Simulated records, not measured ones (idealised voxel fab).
The following process module bears the name voxel self aligned vias.
For reference, the cross-section in this document is cut, with width 270 nm and square cells of 5 nm.
We lay out every cross-section as a grid of square cells and spell it out in bands from the top down, where one band means one or more rows of cells.
This entry defines a band. It first specifies the height of the band's top and the height of its bottom in nm, and then specifies the band's materials from left to right, stating each material with its width in nm. The word "full width" identifies a single material that fills the band from edge to edge, while the word "blank" identifies empty space.
For the purposes of this specification, 0 denotes the height below which the wafer in its as-received condition is composed wholly of one material, and the lowermost band, lacking a lower limit, extends downward without end, as expressed in "0 down".
With a width like "30 to 40", each row of cells in the band differs from the next by the same amount, the top row carrying the first number and the bottom row the second.
"nothing changed" means the step left every cell of the cross-section as it was.
"Enclosed internal voids": sealed empty spaces, 8 cells or more, no open way to top, listed width x height at distance, with distance from the left edge and width, height and distance in nm.
Text after the settings on a step's line: the simulator's own remark on that step.
Each step line may optionally specify "overlay nm", which for a step with a mask gives the rightward distance between the mask's planned place and where it lay, a negative value indicating the leftward direction.

### So here's the lineup of process steps we planned
1: RECEIVE with material Si
2: CONFORMAL_DEP with material SiO2, thk nm 15
3: CONFORMAL_DEP with material SiCN, thk nm 5
4: DIRECTIONAL_DEP with material lowk, thk nm 25
5: MASKED_ETCH with tone open, mask id LINES, width nm 30, pitch nm 70, etch materials lowk, depth nm 25, overlay nm 0
6: CONFORMAL_DEP with material TiN, thk nm 5
7: FILL_DEP with material W, thk nm 10
8: CMP with height nm 45
9: SELECTIVE_ETCH with etch materials W Ru TiN, depth nm 5
10: FILL_DEP with material SiN, thk nm 10
11: CMP with height nm 45
12: DIRECTIONAL_DEP with material lowk, thk nm 15
13: DIRECTIONAL_DEP with material aC, thk nm 15
14: PATTERN with tone open, mask id VIAS, material resist, width nm 50, pitch nm 70, thk nm 30, overlay nm 0
15: DIRECTIONAL_ETCH with etch materials aC, depth nm 15
16: STRIP with etch materials resist
17: DIRECTIONAL_ETCH with etch materials lowk, depth nm 15
18: DIRECTIONAL_ETCH with etch materials SiN, depth nm 5
19: STRIP with etch materials aC
20: CONFORMAL_DEP with material TiN, thk nm 5
21: FILL_DEP with material W, thk nm 5
22: CMP with height nm 60
23: CONFORMAL_DEP with material SiN, thk nm 5

### Wafer cross-section on receipt, i.e. after step 1
- 0 down  Si full width
- Enclosed internal voids: none

### The cross-section shown corresponds to the wafer at the conclusion of the module. The initial structure and the process plan are those presented above; however, one mistake occurred in executing the plan
- 65 to 60  SiN full width
- 60 to 50  40 lowk, then 5 TiN, then 40 W, then 5 TiN, then 20 lowk, then 5 TiN, then 40 W, then 5 TiN, then 20 lowk, then 5 TiN, then 40 W, then 5 TiN, then 40 lowk
- 50 to 45  40 lowk, then 50 TiN, then 20 lowk, then 50 TiN, then 20 lowk, then 50 TiN, then 40 lowk
- 45 to 40  lowk full width
- 40 to 25  50 lowk, then 5 TiN, then 20 W, then 5 TiN, then 40 lowk, then 5 TiN, then 20 W, then 5 TiN, then 40 lowk, then 5 TiN, then 20 W, then 5 TiN, then 50 lowk
- 25 to 20  50 lowk, then 30 TiN, then 40 lowk, then 30 TiN, then 40 lowk, then 30 TiN, then 50 lowk
- 20 to 15  SiCN full width
- 15 to 0  SiO2 full width
- 0 down  Si full width
- Enclosed internal voids: none
Short version of what went wrong: step 10 was run on a setting that differed from the plan, and what really ran there is FILL_DEP with material lowk, thk nm 10
